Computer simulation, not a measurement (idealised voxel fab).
The following is a process module called voxel double patterning.
The figure presents cross-section cut, which has a width of 145 nm and is divided into square cells with an edge length of 5 nm.
A cross-section is a grid of square cells, given in bands from the top down. A band is one or more rows of cells.
Band: top height; bottom height; in nm. Then, left to right: material with width in nm, for each material. "throughout": a single material spanning edge to edge. "empty": empty space.
We count height from 0. Below that, the starting wafer is all one material. The lowest band never ends at the bottom but goes on down; see "from 0 down" for how that is written.
It should be noted that a width expressed as "30..40" varies in equal increments from row to row of cells within the band, taking the value of the first number at the top row and that of the second number at the bottom row.
It should be understood that the words "stayed the same", when stated for a given step, signify that the cross-section underwent no change in any of its cells during that step.
The entry "Unvented voids" lists the empty spaces that cover at least 8 cells and have no open path to the top. Each is written as width x height at distance, where the distance is measured from the left edge and all three values are in nm.
If you see something after the settings on a step's line, that's the simulator's own remark about that step.
On any step carrying a mask, the "overlay nm" setting, if present on the step's line, tells how far right of its planned place the mask lay; negative values point to the left.
Planned step list for the process
- 1: RECEIVE, material Si
- 2: CONFORMAL_DEP, material SiO2, thk nm 10
- 3: DIRECTIONAL_DEP, material W, thk nm 15
- 4: DIRECTIONAL_DEP, material SiN, thk nm 5
- 5: DIRECTIONAL_DEP, material aC, thk nm 15
- 6: PATTERN, tone open, mask id FIRST, material resist, width nm 15, pitch nm 50, thk nm 30, overlay nm 0
- 7: DIRECTIONAL_ETCH, etch materials aC, depth nm 15
- 8: STRIP, etch materials resist
- 9: DIRECTIONAL_ETCH, etch materials SiN, depth nm 5
- 10: STRIP, etch materials aC
- 11: DIRECTIONAL_DEP, material aC, thk nm 15
- 12: PATTERN, tone open, mask id SECOND, material resist, width nm 15, thk nm 30, overlay nm 0
- 13: DIRECTIONAL_ETCH, etch materials aC, depth nm 15
- 14: STRIP, etch materials resist
- 15: DIRECTIONAL_ETCH, etch materials SiN, depth nm 5
- 16: STRIP, etch materials aC
- 17: DIRECTIONAL_ETCH, etch materials W, depth nm 15
- 18: STRIP, etch materials SiN
The wafers are alike at the start. At step 6, their width nm differs. The plan lists the first wafer's value.
Cross-section: the first of several wafers in its as-received state, i.e. following step 1
    from 0 down  Si throughout
    Unvented voids: none
After the module's final step, step 18: the first of several wafers in cross-section
    from 25 to 10  40 nm W; 15 nm empty; 10 nm W; 15 nm empty; 10 nm W; 15 nm empty; 40 nm W
    from 10 to 0  SiO2 throughout
    from 0 down  Si throughout
    Unvented voids: none
Here we cross-sectioned the last of the wafers once the module was done
    from 25 to 10  35 nm W; 45 nm empty; 5 nm W; 30 nm empty; 30 nm W
    from 10 to 0  SiO2 throughout
    from 0 down  Si throughout
    Unvented voids: none
wafer rows; end of module; cells per material since receipt: (+) gained, (-) lost; then closed voids
width nm 15 | +58 SiO2 | +60 W | Unvented voids: none
width nm 20 | +58 SiO2 | +54 W | Unvented voids: none
width nm 25 | +58 SiO2 | +48 W | Unvented voids: none
width nm 30 | +58 SiO2 | +42 W | Unvented voids: none
